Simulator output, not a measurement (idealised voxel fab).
process module | voxel gate over fins
Cross-section cut: width 255 nm, square cells of 5 nm.
Cross-section format: a grid of square cells, given as bands from top to bottom; each band is one or more rows of cells.
Top, bottom (nm), then materials left to right with widths (nm); lone material tagged "everywhere" fills the whole band edge to edge; "air" = empty space.
Heights are measured from 0, the level below which the as-received wafer is all one material; the lowest band has no bottom and continues downward, written as in "top 0, no bottom".
Note: "30->40" means the width goes from the first number (top row of the band) to the second number (bottom row) in equal steps per row of cells.
"all unchanged", as given for a step, is the statement that not any cell of the cross-section underwent a change during that step.
The list in "Voids, fully enclosed" covers empty spaces of 8 cells or more that cannot reach the top through any open way, and it gives each as width x height at distance; the distance is from the left edge, and width, height and distance are in nm.
after a step's settings: what the simulator itself notes on the step
On any step carrying a mask, the "overlay nm" setting, if present on the step's line, tells how far right of its planned place the mask lay; negative values point to the left.

List of planned process steps
1: RECEIVE [material Si]
2: CONFORMAL_DEP [material SiN] [thk nm 5]
3: PATTERN [tone cover] [mask id FINS] [material resist] [width nm 15] [pitch nm 35] [thk nm 20] [overlay nm 0]
4: DIRECTIONAL_ETCH [etch materials SiN] [depth nm 5]
5: DIRECTIONAL_ETCH [etch materials Si] [depth nm 40]
6: STRIP [etch materials resist]
7: OXIDIZE [depth nm 5]
8: FILL_DEP [material SiO2] [thk nm 10]
9: CMP [height nm 5]
10: SELECTIVE_ETCH [etch materials SiO2] [depth nm 15]
11: STRIP [etch materials SiN]
12: CONFORMAL_DEP [material HfO2] [thk nm 5]
13: CONFORMAL_DEP [material TiN] [thk nm 5]
14: CONFORMAL_DEP [material TiAl] [thk nm 5]
15: CONFORMAL_DEP [material TiN] [thk nm 5]
16: FILL_DEP [material W] [thk nm 15]
17: CMP [height nm 30]
18: CONFORMAL_DEP [material SiCN] [thk nm 10]

Shown in cross-section is the wafer as received, that is, as it stands after step 1
* top 0, no bottom = Si everywhere
* Voids, fully enclosed: none

Sectioned view, first of two wafers, at the close of the module, processed as intended in the plan
* top 40, bottom 30 = SiCN everywhere
* top 30, bottom 20 = W everywhere
* top 20, bottom 15 = W (50) / TiN (150) / W (55)
* top 15, bottom 10 = W (50) / TiN (5) / TiAl (140) / TiN (5) / W (55)
* top 10, bottom 5 = TiN (55) / TiAl (5) / TiN (25) / TiAl (10) / TiN (25) / TiAl (10) / TiN (25) / TiAl (10) / TiN (25) / TiAl (5) / TiN (60)
* top 5, bottom 0 = TiAl (60) / TiN (5) / HfO2 (15) / TiN (5) / TiAl (10) / TiN (5) / HfO2 (15) / TiN (5) / TiAl (10) / TiN (5) / HfO2 (15) / TiN (5) / TiAl (10) / TiN (5) / HfO2 (15) / TiN (5) / TiAl (65)
* top 0, bottom -5 = TiN (65) / HfO2 (5) / Si (5) / HfO2 (5) / TiN (20) / HfO2 (5) / Si (5) / HfO2 (5) / TiN (20) / HfO2 (5) / Si (5) / HfO2 (5) / TiN (20) / HfO2 (5) / Si (5) / HfO2 (5) / TiN (70)
* top -5, bottom -10 = HfO2 (70) / Si (5) / HfO2 (30) / Si (5) / HfO2 (30) / Si (5) / HfO2 (30) / Si (5) / HfO2 (75)
* top -10, bottom -45 = SiO2 (70) / Si (5) / SiO2 (30) / Si (5) / SiO2 (30) / Si (5) / SiO2 (30) / Si (5) / SiO2 (75)
* top -45, no bottom = Si everywhere
* Voids, fully enclosed: none

Here is the second of the two wafers cut open at the end of the module - same start, same plan as the first one, but we made one mistake running it
* top 40, bottom 30 = SiCN everywhere
* top 30, bottom 20 = W everywhere
* top 20, bottom 15 = W (50) / TiN (150) / W (55)
* top 15, bottom 10 = W (50) / TiN (5) / TiAl (140) / TiN (5) / W (55)
* top 10, bottom 5 = TiN (55) / TiAl (5) / TiN (25) / TiAl (10) / TiN (25) / TiAl (10) / TiN (25) / TiAl (10) / TiN (25) / TiAl (5) / TiN (60)
* top 5, bottom 0 = TiAl (60) / TiN (5) / HfO2 (15) / TiN (5) / TiAl (10) / TiN (5) / HfO2 (15) / TiN (5) / TiAl (10) / TiN (5) / HfO2 (15) / TiN (5) / TiAl (10) / TiN (5) / HfO2 (15) / TiN (5) / TiAl (65)
* top 0, bottom -5 = TiN (65) / HfO2 (5) / Si (5) / HfO2 (5) / TiN (20) / HfO2 (5) / Si (5) / HfO2 (5) / TiN (20) / HfO2 (5) / Si (5) / HfO2 (5) / TiN (20) / HfO2 (5) / Si (5) / HfO2 (5) / TiN (70)
* top -5, bottom -10 = HfO2 (70) / Si (5) / HfO2 (30) / Si (5) / HfO2 (30) / Si (5) / HfO2 (30) / Si (5) / HfO2 (75)
* top -10, bottom -40 = SiO2 (70) / Si (5) / SiO2 (30) / Si (5) / SiO2 (30) / Si (5) / SiO2 (30) / Si (5) / SiO2 (75)
* top -40, no bottom = Si everywhere
* Voids, fully enclosed: none
The mistake made against the process plan was this: it should be noted that step 5 was executed with settings other than those planned, the operation and settings actually applied being DIRECTIONAL_ETCH [etch materials Si] [depth nm 35]
Wrapping up, a cell-based count of both wafers puts the second over or under the first for these materials: Si +47 | SiO2 -47
